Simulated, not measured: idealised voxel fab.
Herein follows the process module entitled voxel wiring stack.
270 nm wide, 5 nm square cells: that's cross-section cut.
A cross-section is written here as square cells arranged in a grid, and it is given in bands from the top down, each band taking up one or more rows of cells.
Band: top and bottom heights (nm) first, top before bottom; then materials from left to right, widths in nm. "throughout" marks a sole material filling the band edge to edge. "blank" denotes empty space.
Heights are expressed relative to 0, this being the level below which the as-received wafer comprises one material exclusively. The lowest band is unbounded in the downward direction and is denoted as in "0 and below".
With a width like "30..40", each row of cells in the band differs from the next by the same amount, the top row carrying the first number and the bottom row the second.
The designation "no change", where it is given for a processing step, indicates that no cell of the cross-section was altered in the course of that step.
In "closed voids" the enclosed voids are listed, meaning empty spaces of 8 cells or larger without any opening to the top. The form is width x height at distance, distance from the left edge, units nm.
The remark found on a step's line after its settings is issued by the simulator itself and pertains to that step.
You can add "overlay nm" to a step's line. For a step with a mask, it describes how far the mask lay to the right of its planned position, and a negative number describes a lay to the left.
Pairs ahead. Before: cross-section ahead of one process step. After: cross-section once the step is done, shown to the lowest changed band only. Under each pair: that step, with settings. Caution: pairs may come from different runs of this module on the same starting wafer; a pair follows the pair above only where its "Before the process" entry says so.

### Before the process
- 90 down to 80  40 nm blank, 15 nm lowk, 25 nm blank, 20 nm lowk, 25 nm blank, 20 nm lowk, 25 nm blank, 20 nm lowk, 25 nm blank, 5 nm lowk, 50 nm blank
- 80 down to 70  55 nm lowk, 25 nm blank, 20 nm lowk, 25 nm blank, 20 nm lowk, 25 nm blank, 20 nm lowk, 25 nm blank, 55 nm lowk
- 70 down to 65  40 nm lowk, 15 nm SiN, 25 nm blank, 20 nm SiN, 25 nm blank, 20 nm SiN, 25 nm blank, 20 nm SiN, 25 nm blank, 5 nm SiN, 50 nm lowk
- 65 down to 60  40 nm lowk, 5 nm SiN, 35 nm Ru, 10 nm SiN, 35 nm Ru, 10 nm SiN, 35 nm Ru, 10 nm SiN, 35 nm Ru, 5 nm SiN, 50 nm lowk
- 60 down to 55  45 nm SiN, 35 nm Ru, 10 nm SiN, 35 nm Ru, 10 nm SiN, 35 nm Ru, 10 nm SiN, 35 nm Ru, 55 nm SiN
- 55 down to 45  55 nm SiO2, 15 nm Ru, 30 nm SiO2, 15 nm Ru, 30 nm SiO2, 15 nm Ru, 30 nm SiO2, 15 nm Ru, 65 nm SiO2
- 45 down to 40  55 nm SiCN, 15 nm Ru, 30 nm SiCN, 15 nm Ru, 30 nm SiCN, 15 nm Ru, 30 nm SiCN, 15 nm Ru, 65 nm SiCN
- 40 down to 20  55 nm SiO2, 5 nm TiN, 15 nm Ru, 5 nm TiN, 20 nm SiO2, 5 nm TiN, 15 nm Ru, 5 nm TiN, 20 nm SiO2, 5 nm TiN, 15 nm Ru, 5 nm TiN, 20 nm SiO2, 5 nm TiN, 15 nm Ru, 5 nm TiN, 55 nm SiO2
- 20 down to 15  55 nm SiCN, 25 nm TiN, 20 nm SiCN, 25 nm TiN, 20 nm SiCN, 25 nm TiN, 20 nm SiCN, 25 nm TiN, 55 nm SiCN
- 15 down to 0  SiO2 throughout
- 0 and below  Si throughout
- closed voids: none

### Post-Step Cross-Section
- 95 down to 90  35 nm blank, 25 nm TiN, 15 nm blank, 30 nm TiN, 15 nm blank, 30 nm TiN, 15 nm blank, 30 nm TiN, 15 nm blank, 15 nm TiN, 45 nm blank
- 90 down to 85  35 nm blank, 5 nm TiN, 15 nm lowk, 5 nm TiN, 15 nm blank, 5 nm TiN, 20 nm lowk, 5 nm TiN, 15 nm blank, 5 nm TiN, 20 nm lowk, 5 nm TiN, 15 nm blank, 5 nm TiN, 20 nm lowk, 5 nm TiN, 15 nm blank, 5 nm TiN, 5 nm lowk, 5 nm TiN, 45 nm blank
- 85 down to 80  40 nm TiN, 15 nm lowk, 5 nm TiN, 15 nm blank, 5 nm TiN, 20 nm lowk, 5 nm TiN, 15 nm blank, 5 nm TiN, 20 nm lowk, 5 nm TiN, 15 nm blank, 5 nm TiN, 20 nm lowk, 5 nm TiN, 15 nm blank, 5 nm TiN, 5 nm lowk, 50 nm TiN
- 80 down to 70  55 nm lowk, 5 nm TiN, 15 nm blank, 5 nm TiN, 20 nm lowk, 5 nm TiN, 15 nm blank, 5 nm TiN, 20 nm lowk, 5 nm TiN, 15 nm blank, 5 nm TiN, 20 nm lowk, 5 nm TiN, 15 nm blank, 5 nm TiN, 55 nm lowk
- 70 down to 65  40 nm lowk, 15 nm SiN, 25 nm TiN, 20 nm SiN, 25 nm TiN, 20 nm SiN, 25 nm TiN, 20 nm SiN, 25 nm TiN, 5 nm SiN, 50 nm lowk
- Below 65, no change.
- closed voids: none
What is the step between the two cross-sections above? CONFORMAL_DEP (material TiN; thk nm 5)

Before the process: same picture as after in the pair right above, so we don't repeat it.

### Post-Step Cross-Section
- 100 down to 95  Cu throughout
- 95 down to 90  35 nm Cu, 25 nm TiN, 15 nm Cu, 30 nm TiN, 15 nm Cu, 30 nm TiN, 15 nm Cu, 30 nm TiN, 15 nm Cu, 15 nm TiN, 45 nm Cu
- 90 down to 85  35 nm Cu, 5 nm TiN, 15 nm lowk, 5 nm TiN, 15 nm Cu, 5 nm TiN, 20 nm lowk, 5 nm TiN, 15 nm Cu, 5 nm TiN, 20 nm lowk, 5 nm TiN, 15 nm Cu, 5 nm TiN, 20 nm lowk, 5 nm TiN, 15 nm Cu, 5 nm TiN, 5 nm lowk, 5 nm TiN, 45 nm Cu
- 85 down to 80  40 nm TiN, 15 nm lowk, 5 nm TiN, 15 nm Cu, 5 nm TiN, 20 nm lowk, 5 nm TiN, 15 nm Cu, 5 nm TiN, 20 nm lowk, 5 nm TiN, 15 nm Cu, 5 nm TiN, 20 nm lowk, 5 nm TiN, 15 nm Cu, 5 nm TiN, 5 nm lowk, 50 nm TiN
- 80 down to 70  55 nm lowk, 5 nm TiN, 15 nm Cu, 5 nm TiN, 20 nm lowk, 5 nm TiN, 15 nm Cu, 5 nm TiN, 20 nm lowk, 5 nm TiN, 15 nm Cu, 5 nm TiN, 20 nm lowk, 5 nm TiN, 15 nm Cu, 5 nm TiN, 55 nm lowk
- Below 70, no change.
- closed voids: none
What is the step between the two cross-sections above? FILL_DEP (material Cu; thk nm 5)

Before the process: same picture as after in the pair right above, so we don't repeat it.

### Post-Step Cross-Section
- 80 down to 70  55 nm lowk, 5 nm TiN, 15 nm Cu, 5 nm TiN, 20 nm lowk, 5 nm TiN, 15 nm Cu, 5 nm TiN, 20 nm lowk, 5 nm TiN, 15 nm Cu, 5 nm TiN, 20 nm lowk, 5 nm TiN, 15 nm Cu, 5 nm TiN, 55 nm lowk
- Below 70, no change.
- closed voids: none
What is the step between the two cross-sections above? CMP (height nm 80)

Before the process: same picture as after in the pair right above, so we don't repeat it.

### Post-Step Cross-Section
- 85 down to 80  SiCN throughout
- Below 80, no change.
- closed voids: none
What is the step between the two cross-sections above? CONFORMAL_DEP (material SiCN; thk nm 5)

Before the process: same picture as after in the pair right above, so we don't repeat it.

### Post-Step Cross-Section
- 115 down to 85  lowk throughout
- Below 85, no change.
- closed voids: none
What is the step between the two cross-sections above? DIRECTIONAL_DEP (material lowk; thk nm 30)

Before the process: same picture as after in the pair right above, so we don't repeat it.

### Post-Step Cross-Section
- 115 down to 85  55 nm lowk, 15 nm blank, 75 nm lowk, 15 nm blank, 110 nm lowk
- Below 85, no change.
- closed voids: none
What is the step between the two cross-sections above? MASKED_ETCH (tone open; mask id METAL_3_HOLES; width nm 15; pitch nm 90; etch materials lowk; depth nm 30; overlay nm 0)

Before the process: same picture as after in the pair right above, so we don't repeat it.

### Post-Step Cross-Section
- 125 down to 115  55 nm aC, 15 nm blank, 75 nm aC, 15 nm blank, 110 nm aC
- 115 down to 95  55 nm lowk, 15 nm blank, 75 nm lowk, 15 nm blank, 110 nm lowk
- 95 down to 85  55 nm lowk, 15 nm aC, 75 nm lowk, 15 nm aC, 110 nm lowk
- Below 85, no change.
- closed voids: none
What is the step between the two cross-sections above? DIRECTIONAL_DEP (material aC; thk nm 10)

Before the process: same picture as after in the pair right above, so we don't repeat it.

### Post-Step Cross-Section
- 150 down to 125  55 nm resist, 25 nm blank, 20 nm resist, 25 nm blank, 20 nm resist, 25 nm blank, 20 nm resist, 25 nm blank, 55 nm resist
- Below 125, no change.
- closed voids: none
What is the step between the two cross-sections above? PATTERN (tone open; mask id METAL_3; material resist; width nm 25; pitch nm 45; thk nm 25; overlay nm 0)

Before the process: same picture as after in the pair right above, so we don't repeat it.

### Post-Step Cross-Section
- 140 down to 125  55 nm resist, 25 nm blank, 20 nm resist, 25 nm blank, 20 nm resist, 25 nm blank, 20 nm resist, 25 nm blank, 55 nm resist
- 125 down to 115  55 nm aC, 25 nm blank, 20 nm aC, 25 nm blank, 20 nm aC, 25 nm blank, 20 nm aC, 25 nm blank, 55 nm aC
- 115 down to 85  55 nm lowk, 15 nm blank, 75 nm lowk, 15 nm blank, 110 nm lowk
- Below 85, no change.
- closed voids: none
What is the step between the two cross-sections above? DIRECTIONAL_ETCH (etch materials aC; depth nm 10)

Before the process: same picture as after in the pair right above, so we don't repeat it.

### Post-Step Cross-Section
- 125 down to 115  55 nm aC, 25 nm blank, 20 nm aC, 25 nm blank, 20 nm aC, 25 nm blank, 20 nm aC, 25 nm blank, 55 nm aC
- Below 115, no change.
- closed voids: none
What is the step between the two cross-sections above? STRIP (etch materials resist)

Before the process: same picture as after in the pair right above, so we don't repeat it.

### Post-Step Cross-Section
- 125 down to 115  55 nm aC, 25 nm blank, 20 nm aC, 25 nm blank, 20 nm aC, 25 nm blank, 20 nm aC, 25 nm blank, 55 nm aC
- 115 down to 100  55 nm lowk, 25 nm blank, 20 nm lowk, 25 nm blank, 20 nm lowk, 25 nm blank, 20 nm lowk, 25 nm blank, 55 nm lowk
- Below 100, no change.
- closed voids: none
What is the step between the two cross-sections above? DIRECTIONAL_ETCH (etch materials lowk; depth nm 15)

Before the process: same picture as after in the pair right above, so we don't repeat it.

### Post-Step Cross-Section
- 125 down to 115  55 nm aC, 25 nm blank, 20 nm aC, 25 nm blank, 20 nm aC, 25 nm blank, 20 nm aC, 25 nm blank, 55 nm aC
- 115 down to 100  55 nm lowk, 25 nm blank, 20 nm lowk, 25 nm blank, 20 nm lowk, 25 nm blank, 20 nm lowk, 25 nm blank, 55 nm lowk
- 100 down to 85  55 nm lowk, 15 nm blank, 75 nm lowk, 15 nm blank, 110 nm lowk
- 85 down to 80  55 nm SiCN, 15 nm blank, 75 nm SiCN, 15 nm blank, 110 nm SiCN
- Below 80, no change.
- closed voids: none
What is the step between the two cross-sections above? DIRECTIONAL_ETCH (etch materials SiCN; depth nm 5)

Before the process: same picture as after in the pair right above, so we don't repeat it.

### Post-Step Cross-Section
- 115 down to 100  55 nm lowk, 25 nm blank, 20 nm lowk, 25 nm blank, 20 nm lowk, 25 nm blank, 20 nm lowk, 25 nm blank, 55 nm lowk
- Below 100, no change.
- closed voids: none
What is the step between the two cross-sections above? STRIP (etch materials aC)

Before the process: same picture as after in the pair right above, so we don't repeat it.

### Post-Step Cross-Section
- 120 down to 115  60 nm TiN, 15 nm blank, 30 nm TiN, 15 nm blank, 30 nm TiN, 15 nm blank, 30 nm TiN, 15 nm blank, 60 nm TiN
- 115 down to 105  55 nm lowk, 5 nm TiN, 15 nm blank, 5 nm TiN, 20 nm lowk, 5 nm TiN, 15 nm blank, 5 nm TiN, 20 nm lowk, 5 nm TiN, 15 nm blank, 5 nm TiN, 20 nm lowk, 5 nm TiN, 15 nm blank, 5 nm TiN, 55 nm lowk
- 105 down to 100  55 nm lowk, 5 nm TiN, 5 nm blank, 15 nm TiN, 20 nm lowk, 25 nm TiN, 20 nm lowk, 5 nm TiN, 5 nm blank, 15 nm TiN, 20 nm lowk, 25 nm TiN, 55 nm lowk
- 100 down to 85  55 nm lowk, 5 nm TiN, 5 nm blank, 5 nm TiN, 75 nm lowk, 5 nm TiN, 5 nm blank, 5 nm TiN, 110 nm lowk
- 85 down to 80  55 nm SiCN, 15 nm TiN, 75 nm SiCN, 15 nm TiN, 110 nm SiCN
- Below 80, no change.
- closed voids: none
What is the step between the two cross-sections above? CONFORMAL_DEP (material TiN; thk nm 5)

Before the process: same picture as after in the pair right above, so we don't repeat it.

### Post-Step Cross-Section
- 130 down to 120  Cu throughout
- 120 down to 115  60 nm TiN, 15 nm Cu, 30 nm TiN, 15 nm Cu, 30 nm TiN, 15 nm Cu, 30 nm TiN, 15 nm Cu, 60 nm TiN
- 115 down to 105  55 nm lowk, 5 nm TiN, 15 nm Cu, 5 nm TiN, 20 nm lowk, 5 nm TiN, 15 nm Cu, 5 nm TiN, 20 nm lowk, 5 nm TiN, 15 nm Cu, 5 nm TiN, 20 nm lowk, 5 nm TiN, 15 nm Cu, 5 nm TiN, 55 nm lowk
- 105 down to 100  55 nm lowk, 5 nm TiN, 5 nm Cu, 15 nm TiN, 20 nm lowk, 25 nm TiN, 20 nm lowk, 5 nm TiN, 5 nm Cu, 15 nm TiN, 20 nm lowk, 25 nm TiN, 55 nm lowk
- 100 down to 85  55 nm lowk, 5 nm TiN, 5 nm Cu, 5 nm TiN, 75 nm lowk, 5 nm TiN, 5 nm Cu, 5 nm TiN, 110 nm lowk
- Below 85, no change.
- closed voids: none
What is the step between the two cross-sections above? FILL_DEP (material Cu; thk nm 10)

Before the process: same picture as after in the pair right above, so we don't repeat it.

### Post-Step Cross-Section
- 115 down to 105  55 nm lowk, 5 nm TiN, 15 nm Cu, 5 nm TiN, 20 nm lowk, 5 nm TiN, 15 nm Cu, 5 nm TiN, 20 nm lowk, 5 nm TiN, 15 nm Cu, 5 nm TiN, 20 nm lowk, 5 nm TiN, 15 nm Cu, 5 nm TiN, 55 nm lowk
- Below 105, no change.
- closed voids: none
What is the step between the two cross-sections above? CMP (height nm 115)

Before the process: same picture as after in the pair right above, so we don't repeat it.

### Post-Step Cross-Section
- 120 down to 115  SiN throughout
- Below 115, no change.
- closed voids: none
What is the step between the two cross-sections above? CONFORMAL_DEP (material SiN; thk nm 5)

### Before the process
- 0 and below  Si throughout
- closed voids: none

### Post-Step Cross-Section
- 5 down to 0  SiCN throughout
- Below 0, no change.
- closed voids: none
What is the step between the two cross-sections above? CONFORMAL_DEP (material SiCN; thk nm 5)

Before the process: same picture as after in the pair right above, so we don't repeat it.

### Post-Step Cross-Section
- 20 down to 5  SiO2 throughout
- Below 5, no change.
- closed voids: none
What is the step between the two cross-sections above? CONFORMAL_DEP (material SiO2; thk nm 15)

Before the process: same picture as after in the pair right above, so we don't repeat it.

### Post-Step Cross-Section
- 40 down to 5  SiO2 throughout
- Below 5, no change.
- closed voids: none
What is the step between the two cross-sections above? DIRECTIONAL_DEP (material SiO2; thk nm 20)

Before the process: same picture as after in the pair right above, so we don't repeat it.

### Post-Step Cross-Section
- 60 down to 40  55 nm resist, 25 nm blank, 20 nm resist, 25 nm blank, 20 nm resist, 25 nm blank, 20 nm resist, 25 nm blank, 55 nm resist
- Below 40, no change.
- closed voids: none
What is the step between the two cross-sections above? PATTERN (tone open; mask id METAL_1; material resist; width nm 25; pitch nm 45; thk nm 20; overlay nm 0)

Before the process: same picture as after in the pair right above, so we don't repeat it.

### Post-Step Cross-Section
- 60 down to 40  55 nm resist, 25 nm blank, 20 nm resist, 25 nm blank, 20 nm resist, 25 nm blank, 20 nm resist, 25 nm blank, 55 nm resist
- 40 down to 20  55 nm SiO2, 25 nm blank, 20 nm SiO2, 25 nm blank, 20 nm SiO2, 25 nm blank, 20 nm SiO2, 25 nm blank, 55 nm SiO2
- Below 20, no change.
- closed voids: none
What is the step between the two cross-sections above? DIRECTIONAL_ETCH (etch materials SiO2; depth nm 20)

Before the process: same picture as after in the pair right above, so we don't repeat it.

### Post-Step Cross-Section
- 40 down to 20  55 nm SiO2, 25 nm blank, 20 nm SiO2, 25 nm blank, 20 nm SiO2, 25 nm blank, 20 nm SiO2, 25 nm blank, 55 nm SiO2
- Below 20, no change.
- closed voids: none
What is the step between the two cross-sections above? STRIP (etch materials resist)

Before the process: same picture as after in the pair right above, so we don't repeat it.

### Post-Step Cross-Section
- 45 down to 40  60 nm TiN, 15 nm blank, 30 nm TiN, 15 nm blank, 30 nm TiN, 15 nm blank, 30 nm TiN, 15 nm blank, 60 nm TiN
- 40 down to 25  55 nm SiO2, 5 nm TiN, 15 nm blank, 5 nm TiN, 20 nm SiO2, 5 nm TiN, 15 nm blank, 5 nm TiN, 20 nm SiO2, 5 nm TiN, 15 nm blank, 5 nm TiN, 20 nm SiO2, 5 nm TiN, 15 nm blank, 5 nm TiN, 55 nm SiO2
- 25 down to 20  55 nm SiO2, 25 nm TiN, 20 nm SiO2, 25 nm TiN, 20 nm SiO2, 25 nm TiN, 20 nm SiO2, 25 nm TiN, 55 nm SiO2
- Below 20, no change.
- closed voids: none
What is the step between the two cross-sections above? CONFORMAL_DEP (material TiN; thk nm 5)

Before the process: same picture as after in the pair right above, so we don't repeat it.

### Post-Step Cross-Section
- 50 down to 45  Ru throughout
- 45 down to 40  60 nm TiN, 15 nm Ru, 30 nm TiN, 15 nm Ru, 30 nm TiN, 15 nm Ru, 30 nm TiN, 15 nm Ru, 60 nm TiN
- 40 down to 25  55 nm SiO2, 5 nm TiN, 15 nm Ru, 5 nm TiN, 20 nm SiO2, 5 nm TiN, 15 nm Ru, 5 nm TiN, 20 nm SiO2, 5 nm TiN, 15 nm Ru, 5 nm TiN, 20 nm SiO2, 5 nm TiN, 15 nm Ru, 5 nm TiN, 55 nm SiO2
- Below 25, no change.
- closed voids: none
What is the step between the two cross-sections above? FILL_DEP (material Ru; thk nm 5)

Before the process: same picture as after in the pair right above, so we don't repeat it.

### Post-Step Cross-Section
- 40 down to 25  55 nm SiO2, 5 nm TiN, 15 nm Ru, 5 nm TiN, 20 nm SiO2, 5 nm TiN, 15 nm Ru, 5 nm TiN, 20 nm SiO2, 5 nm TiN, 15 nm Ru, 5 nm TiN, 20 nm SiO2, 5 nm TiN, 15 nm Ru, 5 nm TiN, 55 nm SiO2
- Below 25, no change.
- closed voids: none
What is the step between the two cross-sections above? CMP (height nm 40)

Before the process: same picture as after in the pair right above, so we don't repeat it.

### Post-Step Cross-Section
- 45 down to 40  SiCN throughout
- Below 40, no change.
- closed voids: none
What is the step between the two cross-sections above? CONFORMAL_DEP (material SiCN; thk nm 5)

Before the process: same picture as after in the pair right above, so we don't repeat it.

### Post-Step Cross-Section
- 55 down to 45  SiO2 throughout
- Below 45, no change.
- closed voids: none
What is the step between the two cross-sections above? DIRECTIONAL_DEP (material SiO2; thk nm 10)

Before the process: same picture as after in the pair right above, so we don't repeat it.

### Post-Step Cross-Section
- 75 down to 55  55 nm resist, 15 nm blank, 30 nm resist, 15 nm blank, 30 nm resist, 15 nm blank, 30 nm resist, 15 nm blank, 65 nm resist
- Below 55, no change.
- closed voids: none
What is the step between the two cross-sections above? PATTERN (tone open; mask id PLUG_1; material resist; width nm 15; pitch nm 45; thk nm 20; overlay nm 0)

Before the process: same picture as after in the pair right above, so we don't repeat it.

### Post-Step Cross-Section
- 75 down to 55  55 nm resist, 15 nm blank, 30 nm resist, 15 nm blank, 30 nm resist, 15 nm blank, 30 nm resist, 15 nm blank, 65 nm resist
- 55 down to 45  55 nm SiO2, 15 nm blank, 30 nm SiO2, 15 nm blank, 30 nm SiO2, 15 nm blank, 30 nm SiO2, 15 nm blank, 65 nm SiO2
- Below 45, no change.
- closed voids: none
What is the step between the two cross-sections above? DIRECTIONAL_ETCH (etch materials SiO2; depth nm 10)

Before the process: same picture as after in the pair right above, so we don't repeat it.

### Post-Step Cross-Section
- 75 down to 55  55 nm resist, 15 nm blank, 30 nm resist, 15 nm blank, 30 nm resist, 15 nm blank, 30 nm resist, 15 nm blank, 65 nm resist
- 55 down to 45  55 nm SiO2, 15 nm blank, 30 nm SiO2, 15 nm blank, 30 nm SiO2, 15 nm blank, 30 nm SiO2, 15 nm blank, 65 nm SiO2
- 45 down to 40  55 nm SiCN, 15 nm blank, 30 nm SiCN, 15 nm blank, 30 nm SiCN, 15 nm blank, 30 nm SiCN, 15 nm blank, 65 nm SiCN
- Below 40, no change.
- closed voids: none
What is the step between the two cross-sections above? DIRECTIONAL_ETCH (etch materials SiCN; depth nm 5)

Before the process: same picture as after in the pair right above, so we don't repeat it.

### Post-Step Cross-Section
- 55 down to 45  55 nm SiO2, 15 nm blank, 30 nm SiO2, 15 nm blank, 30 nm SiO2, 15 nm blank, 30 nm SiO2, 15 nm blank, 65 nm SiO2
- Below 45, no change.
- closed voids: none
What is the step between the two cross-sections above? STRIP (etch materials resist)

Before the process: same picture as after in the pair right above, so we don't repeat it.

### Post-Step Cross-Section
- 55 down to 50  55 nm SiO2, 15 nm blank, 30 nm SiO2, 15 nm blank, 30 nm SiO2, 15 nm blank, 30 nm SiO2, 15 nm blank, 65 nm SiO2
- 50 down to 45  55 nm SiO2, 15 nm Ru, 30 nm SiO2, 15 nm Ru, 30 nm SiO2, 15 nm Ru, 30 nm SiO2, 15 nm Ru, 65 nm SiO2
- 45 down to 40  55 nm SiCN, 15 nm Ru, 30 nm SiCN, 15 nm Ru, 30 nm SiCN, 15 nm Ru, 30 nm SiCN, 15 nm Ru, 65 nm SiCN
- Below 40, no change.
- closed voids: none
What is the step between the two cross-sections above? EPI (material Ru; thk nm 10)

Before the process: same picture as after in the pair right above, so we don't repeat it.

### Post-Step Cross-Section
- 55 down to 45  55 nm SiO2, 15 nm Ru, 30 nm SiO2, 15 nm Ru, 30 nm SiO2, 15 nm Ru, 30 nm SiO2, 15 nm Ru, 65 nm SiO2
- Below 45, no change.
- closed voids: none
What is the step between the two cross-sections above? EPI (material Ru; thk nm 5)

Before the process: same picture as after in the pair right above, so we don't repeat it.

### Post-Step Cross-Section
- 60 down to 55  SiN throughout
- Below 55, no change.
- closed voids: none
What is the step between the two cross-sections above? CONFORMAL_DEP (material SiN; thk nm 5)

Before the process: same picture as after in the pair right above, so we don't repeat it.

### Post-Step Cross-Section
- 80 down to 60  lowk throughout
- Below 60, no change.
- closed voids: none
What is the step between the two cross-sections above? DIRECTIONAL_DEP (material lowk; thk nm 20)

Before the process: same picture as after in the pair right above, so we don't repeat it.

### Post-Step Cross-Section
- 100 down to 80  55 nm resist, 25 nm blank, 20 nm resist, 25 nm blank, 20 nm resist, 25 nm blank, 20 nm resist, 25 nm blank, 55 nm resist
- Below 80, no change.
- closed voids: none
What is the step between the two cross-sections above? PATTERN (tone open; mask id METAL_2; material resist; width nm 25; pitch nm 45; thk nm 20; overlay nm 0)

Before the process: same picture as after in the pair right above, so we don't repeat it.

### Post-Step Cross-Section
- 100 down to 80  55 nm resist, 25 nm blank, 20 nm resist, 25 nm blank, 20 nm resist, 25 nm blank, 20 nm resist, 25 nm blank, 55 nm resist
- 80 down to 60  55 nm lowk, 25 nm blank, 20 nm lowk, 25 nm blank, 20 nm lowk, 25 nm blank, 20 nm lowk, 25 nm blank, 55 nm lowk
- Below 60, no change.
- closed voids: none
What is the step between the two cross-sections above? DIRECTIONAL_ETCH (etch materials lowk; depth nm 20)

Before the process: same picture as after in the pair right above, so we don't repeat it.

### Post-Step Cross-Section
- 100 down to 80  55 nm resist, 25 nm blank, 20 nm resist, 25 nm blank, 20 nm resist, 25 nm blank, 20 nm resist, 25 nm blank, 55 nm resist
- 80 down to 60  55 nm lowk, 25 nm blank, 20 nm lowk, 25 nm blank, 20 nm lowk, 25 nm blank, 20 nm lowk, 25 nm blank, 55 nm lowk
- 60 down to 55  55 nm SiN, 25 nm blank, 20 nm SiN, 25 nm blank, 20 nm SiN, 25 nm blank, 20 nm SiN, 25 nm blank, 55 nm SiN
- Below 55, no change.
- closed voids: none
What is the step between the two cross-sections above? DIRECTIONAL_ETCH (etch materials SiN; depth nm 5)

Before the process: same picture as after in the pair right above, so we don't repeat it.

### Post-Step Cross-Section
- 80 down to 60  55 nm lowk, 25 nm blank, 20 nm lowk, 25 nm blank, 20 nm lowk, 25 nm blank, 20 nm lowk, 25 nm blank, 55 nm lowk
- Below 60, no change.
- closed voids: none
What is the step between the two cross-sections above? STRIP (etch materials resist)

Before the process: same picture as after in the pair right above, so we don't repeat it.

### Post-Step Cross-Section
- 85 down to 80  60 nm TiN, 15 nm blank, 30 nm TiN, 15 nm blank, 30 nm TiN, 15 nm blank, 30 nm TiN, 15 nm blank, 60 nm TiN
- 80 down to 60  55 nm lowk, 5 nm TiN, 15 nm blank, 5 nm TiN, 20 nm lowk, 5 nm TiN, 15 nm blank, 5 nm TiN, 20 nm lowk, 5 nm TiN, 15 nm blank, 5 nm TiN, 20 nm lowk, 5 nm TiN, 15 nm blank, 5 nm TiN, 55 nm lowk
- 60 down to 55  55 nm SiN, 25 nm TiN, 20 nm SiN, 25 nm TiN, 20 nm SiN, 25 nm TiN, 20 nm SiN, 25 nm TiN, 55 nm SiN
- Below 55, no change.
- closed voids: none
What is the step between the two cross-sections above? CONFORMAL_DEP (material TiN; thk nm 5)

Before the process: same picture as after in the pair right above, so we don't repeat it.

### Post-Step Cross-Section
- 90 down to 85  Cu throughout
- 85 down to 80  60 nm TiN, 15 nm Cu, 30 nm TiN, 15 nm Cu, 30 nm TiN, 15 nm Cu, 30 nm TiN, 15 nm Cu, 60 nm TiN
- 80 down to 60  55 nm lowk, 5 nm TiN, 15 nm Cu, 5 nm TiN, 20 nm lowk, 5 nm TiN, 15 nm Cu, 5 nm TiN, 20 nm lowk, 5 nm TiN, 15 nm Cu, 5 nm TiN, 20 nm lowk, 5 nm TiN, 15 nm Cu, 5 nm TiN, 55 nm lowk
- Below 60, no change.
- closed voids: none
What is the step between the two cross-sections above? FILL_DEP (material Cu; thk nm 5)

Before the process: same picture as after in the pair right above, so we don't repeat it.

### Post-Step Cross-Section
- 80 down to 60  55 nm lowk, 5 nm TiN, 15 nm Cu, 5 nm TiN, 20 nm lowk, 5 nm TiN, 15 nm Cu, 5 nm TiN, 20 nm lowk, 5 nm TiN, 15 nm Cu, 5 nm TiN, 20 nm lowk, 5 nm TiN, 15 nm Cu, 5 nm TiN, 55 nm lowk
- Below 60, no change.
- closed voids: none
What is the step between the two cross-sections above? CMP (height nm 80)

Before the process: same picture as after in the pair right above, so we don't repeat it.

### Post-Step Cross-Section
- 85 down to 80  SiCN throughout
- Below 80, no change.
- closed voids: none
What is the step between the two cross-sections above? CONFORMAL_DEP (material SiCN; thk nm 5)

Before the process: same picture as after in the pair right above, so we don't repeat it.

### Post-Step Cross-Section
- 115 down to 85  lowk throughout
- Below 85, no change.
- closed voids: none
What is the step between the two cross-sections above? DIRECTIONAL_DEP (material lowk; thk nm 30)

Before the process: same picture as after in the pair right above, so we don't repeat it.

### Post-Step Cross-Section
- 115 down to 85  55 nm lowk, 15 nm blank, 75 nm lowk, 15 nm blank, 110 nm lowk
- Below 85, no change.
- closed voids: none
What is the step between the two cross-sections above? MASKED_ETCH (tone open; mask id METAL_3_HOLES; width nm 15; pitch nm 90; etch materials lowk; depth nm 30; overlay nm 0)

Before the process: same picture as after in the pair right above, so we don't repeat it.

### Post-Step Cross-Section
- 125 down to 115  55 nm aC, 15 nm blank, 75 nm aC, 15 nm blank, 110 nm aC
- 115 down to 95  55 nm lowk, 15 nm blank, 75 nm lowk, 15 nm blank, 110 nm lowk
- 95 down to 85  55 nm lowk, 15 nm aC, 75 nm lowk, 15 nm aC, 110 nm lowk
- Below 85, no change.
- closed voids: none
What is the step between the two cross-sections above? DIRECTIONAL_DEP (material aC; thk nm 10)

Before the process: same picture as after in the pair right above, so we don't repeat it.

### Post-Step Cross-Section
- 150 down to 125  55 nm resist, 25 nm blank, 20 nm resist, 25 nm blank, 20 nm resist, 25 nm blank, 20 nm resist, 25 nm blank, 55 nm resist
- Below 125, no change.
- closed voids: none
What is the step between the two cross-sections above? PATTERN (tone open; mask id METAL_3; material resist; width nm 25; pitch nm 45; thk nm 25; overlay nm 0)

Before the process: same picture as after in the pair right above, so we don't repeat it.

### Post-Step Cross-Section
- 140 down to 125  55 nm resist, 25 nm blank, 20 nm resist, 25 nm blank, 20 nm resist, 25 nm blank, 20 nm resist, 25 nm blank, 55 nm resist
- 125 down to 115  55 nm aC, 25 nm blank, 20 nm aC, 25 nm blank, 20 nm aC, 25 nm blank, 20 nm aC, 25 nm blank, 55 nm aC
- 115 down to 85  55 nm lowk, 15 nm blank, 75 nm lowk, 15 nm blank, 110 nm lowk
- Below 85, no change.
- closed voids: none
What is the step between the two cross-sections above? DIRECTIONAL_ETCH (etch materials aC; depth nm 10)

Before the process: same picture as after in the pair right above, so we don't repeat it.

### Post-Step Cross-Section
- 125 down to 115  55 nm aC, 25 nm blank, 20 nm aC, 25 nm blank, 20 nm aC, 25 nm blank, 20 nm aC, 25 nm blank, 55 nm aC
- Below 115, no change.
- closed voids: none
What is the step between the two cross-sections above? STRIP (etch materials resist)

Before the process: same picture as after in the pair right above, so we don't repeat it.

### Post-Step Cross-Section
- 125 down to 115  55 nm aC, 25 nm blank, 20 nm aC, 25 nm blank, 20 nm aC, 25 nm blank, 20 nm aC, 25 nm blank, 55 nm aC
- 115 down to 100  55 nm lowk, 25 nm blank, 20 nm lowk, 25 nm blank, 20 nm lowk, 25 nm blank, 20 nm lowk, 25 nm blank, 55 nm lowk
- Below 100, no change.
- closed voids: none
What is the step between the two cross-sections above? DIRECTIONAL_ETCH (etch materials lowk; depth nm 15)

Before the process: same picture as after in the pair right above, so we don't repeat it.

### Post-Step Cross-Section
- 125 down to 115  55 nm aC, 25 nm blank, 20 nm aC, 25 nm blank, 20 nm aC, 25 nm blank, 20 nm aC, 25 nm blank, 55 nm aC
- 115 down to 100  55 nm lowk, 25 nm blank, 20 nm lowk, 25 nm blank, 20 nm lowk, 25 nm blank, 20 nm lowk, 25 nm blank, 55 nm lowk
- 100 down to 85  55 nm lowk, 15 nm blank, 75 nm lowk, 15 nm blank, 110 nm lowk
- 85 down to 80  55 nm SiCN, 15 nm blank, 75 nm SiCN, 15 nm blank, 110 nm SiCN
- Below 80, no change.
- closed voids: none
What is the step between the two cross-sections above? DIRECTIONAL_ETCH (etch materials SiCN; depth nm 5)
